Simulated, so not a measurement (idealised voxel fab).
Process module, titled voxel gate over fins
Pictured: cross-section cut, 175 nm wide, on a grid of 5 nm square cells.
Each cross-section below is a grid of square cells, stated as bands in top-down order, with one or more rows of cells making up each band. First you get the band's top height and its bottom height, in nm, and then the materials it's made of, left to right, with each width in nm. If you see a single material with "edge to edge", that one covers the band edge to edge. "air" is empty space. Convention: height 0 is the level below which the wafer, as received, is all one material. The lowest band does not terminate at the bottom but continues downward, represented as "z 0 and below". When a width is written as two numbers, as in "30->40", the first number is the width in the top row of cells of the band and the second is the width in its bottom row, and the width changes by the same amount from each row to the next. You'll sometimes find "nothing altered" written for a step, and that's the way of saying that nowhere in the cross-section did a cell change during that step. The label "Sealed void inventory" introduces a list of the empty spaces, 8 cells or larger, that have no open way up to the top; each entry in it reads width x height at distance, where the distance is taken from the left edge and all three are stated in nm. Read whatever lies past the settings on a step's line as the simulator's own remark about the step. Regarding "overlay nm": on a step with a mask, it is the distance the mask lay to the right of its planned place; a negative value places it to the left.
# plan
1,RECEIVE | material Si
2,CONFORMAL_DEP | material SiN | thk nm 10
3,MASKED_ETCH | tone cover | mask id FINS | width nm 15 | pitch nm 35 | etch materials SiN | depth nm 10 | overlay nm 0
4,MASKED_ETCH | tone cover | mask id FINS | width nm 15 | pitch nm 35 | etch materials Si | depth nm 35 | overlay nm 0
5,OXIDIZE | depth nm 5
6,FILL_DEP | material SiO2 | thk nm 15
7,CMP | height nm 10
8,SELECTIVE_ETCH | etch materials SiO2 | depth nm 20
9,STRIP | etch materials SiN
10,CONFORMAL_DEP | material HfO2 | thk nm 5
11,CONFORMAL_DEP | material TiN | thk nm 5
12,FILL_DEP | material W | thk nm 10
13,CMP | height nm 15
14,CONFORMAL_DEP | material SiN | thk nm 10
# Cross-section of the incoming wafer, state after step 1
- z 0 and below: Si edge to edge
- Sealed void inventory: none
# First of two wafers at the end of the module, shown in cross-section; run carried out as planned
- z 25 to 15: SiN edge to edge
- z 15 to 10: W edge to edge
- z 10 to 5: W 20 nm, then TiN 25 nm, then W 10 nm, then TiN 25 nm, then W 10 nm, then TiN 25 nm, then W 10 nm, then TiN 25 nm, then W 25 nm
- z 5 to 0: W 20 nm, then TiN 5 nm, then HfO2 15 nm, then TiN 5 nm, then W 10 nm, then TiN 5 nm, then HfO2 15 nm, then TiN 5 nm, then W 10 nm, then TiN 5 nm, then HfO2 15 nm, then TiN 5 nm, then W 10 nm, then TiN 5 nm, then HfO2 15 nm, then TiN 5 nm, then W 25 nm
- z 0 to -5: TiN 25 nm, then HfO2 5 nm, then Si 5 nm, then HfO2 5 nm, then TiN 20 nm, then HfO2 5 nm, then Si 5 nm, then HfO2 5 nm, then TiN 20 nm, then HfO2 5 nm, then Si 5 nm, then HfO2 5 nm, then TiN 20 nm, then HfO2 5 nm, then Si 5 nm, then HfO2 5 nm, then TiN 30 nm
- z -5 to -10: HfO2 30 nm, then Si 5 nm, then HfO2 30 nm, then Si 5 nm, then HfO2 30 nm, then Si 5 nm, then HfO2 30 nm, then Si 5 nm, then HfO2 35 nm
- z -10 to -40: SiO2 30 nm, then Si 5 nm, then SiO2 30 nm, then Si 5 nm, then SiO2 30 nm, then Si 5 nm, then SiO2 30 nm, then Si 5 nm, then SiO2 35 nm
- z -40 and below: Si edge to edge
- Sealed void inventory: none
# Wafer two cross-section, module end. Start and plan unchanged from wafer one; one mistake made during the run
- z 25 to 15: SiN edge to edge
- z 15 to 10: W edge to edge
- z 10 to 5: TiN 30 nm, then W 5 nm, then TiN 30 nm, then W 5 nm, then TiN 30 nm, then W 5 nm, then TiN 30 nm, then W 5 nm, then TiN 35 nm
- z 5 to 0: HfO2 25 nm, then TiN 15 nm, then HfO2 20 nm, then TiN 15 nm, then HfO2 20 nm, then TiN 15 nm, then HfO2 20 nm, then TiN 15 nm, then HfO2 30 nm
- z 0 to -5: Si 20 nm, then HfO2 25 nm, then Si 10 nm, then HfO2 25 nm, then Si 10 nm, then HfO2 25 nm, then Si 10 nm, then HfO2 25 nm, then Si 25 nm
- z -5 and below: Si edge to edge
- Sealed void inventory: none
Heads up, the wafer didn't run the way we planned it: step 3 was not run as planned; what actually ran was MASKED_ETCH | tone open | mask id FINS | width nm 15 | pitch nm 35 | etch materials SiN | depth nm 10 | overlay nm 0
Heads up, by the end the second wafer has more or fewer cells of some materials compared to the first: HfO2: 8 fewer; Si: 228 more; SiO2: 186 fewer; TiN: 8 fewer; W: 26 fewer
